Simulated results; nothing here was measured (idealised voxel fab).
Process module name: voxel double patterning
Cross-sectional view cut (width: 190 nm; square cell size: 5 nm).
Reading order for cross-sections: top band down to bottom band. Underlying form: a grid of square cells. Band size: one or more rows of cells.
Each band's line starts with the height of the band's top and of its bottom, in nm. Then come its materials from left to right, each with its width in nm. One material with "everywhere" fills the band from edge to edge. "empty" is empty space.
Height reference: 0 = level under which incoming wafer is all one material. Lowest band: no bottom, runs on downward, e.g. "0 down".
The width entry "30..40" should be interpreted row by row: the top row of cells in the band takes the first number, the bottom row takes the second number, and the change between adjacent rows is uniform throughout.
Take "stayed the same" at face value: in the step it is given for, the cross-section changed in none of its cells.
Closed empty spaces (no open way to the top) of 8 cells or more are what "Enclosed cavity list" lists, each as width x height at distance from the left edge, nm for all three.
What comes after the settings on a step's line is commentary from the simulator itself on that step.
A step's line can hold "overlay nm"; with a mask on that step, the setting says how far right of the planned place the mask lay, while a negative setting says it lay to the left.

[Process steps (planned)]
- 1: RECEIVE, material Si
- 2: CONFORMAL_DEP, material SiO2, thk nm 5
- 3: DIRECTIONAL_DEP, material W, thk nm 10
- 4: DIRECTIONAL_DEP, material SiN, thk nm 5
- 5: DIRECTIONAL_DEP, material aC, thk nm 15
- 6: PATTERN, tone open, mask id FIRST, material resist, width nm 15, pitch nm 50, thk nm 30, overlay nm 0
- 7: DIRECTIONAL_ETCH, etch materials aC, depth nm 15
- 8: STRIP, etch materials resist
- 9: DIRECTIONAL_ETCH, etch materials SiN, depth nm 5
- 10: STRIP, etch materials aC
- 11: PATTERN, tone open, mask id SECOND, material resist, width nm 15, pitch nm 50, thk nm 20, overlay nm 0
- 12: DIRECTIONAL_ETCH, etch materials SiN, depth nm 5
- 13: STRIP, etch materials resist
- 14: DIRECTIONAL_ETCH, etch materials W, depth nm 10
- 15: STRIP, etch materials SiN

[Here's what the wafer looked like in cross-section when it arrived - that's after step 1]
  0 down: Si everywhere
  Enclosed cavity list: none

[Here's the cross-section of the first of our two wafers at the end of the module - it ran as planned]
  15 to 5: W: 35, then empty: 15, then W: 10, then empty: 15, then W: 10, then empty: 15, then W: 10, then empty: 15, then W: 10, then empty: 15, then W: 40
  5 to 0: SiO2 everywhere
  0 down: Si everywhere
  Enclosed cavity list: none

[End of module, second wafer, cross-section. Started like the first, planned like the first, run with one mistake]
  15 to 5: W: 35, then empty: 15, then W: 5, then empty: 25, then W: 5, then empty: 15, then W: 5, then empty: 25, then W: 5, then empty: 15, then W: 40
  5 to 0: SiO2 everywhere
  0 down: Si everywhere
  Enclosed cavity list: none
Plan not followed: so step 11 ended up running with a different setting than we planned, it ran as PATTERN, tone open, mask id SECOND, material resist, width nm 25, pitch nm 50, thk nm 20, overlay nm 0
Looking at both finished wafers in cells, the second ends up ahead of or behind the first on some materials: W -8
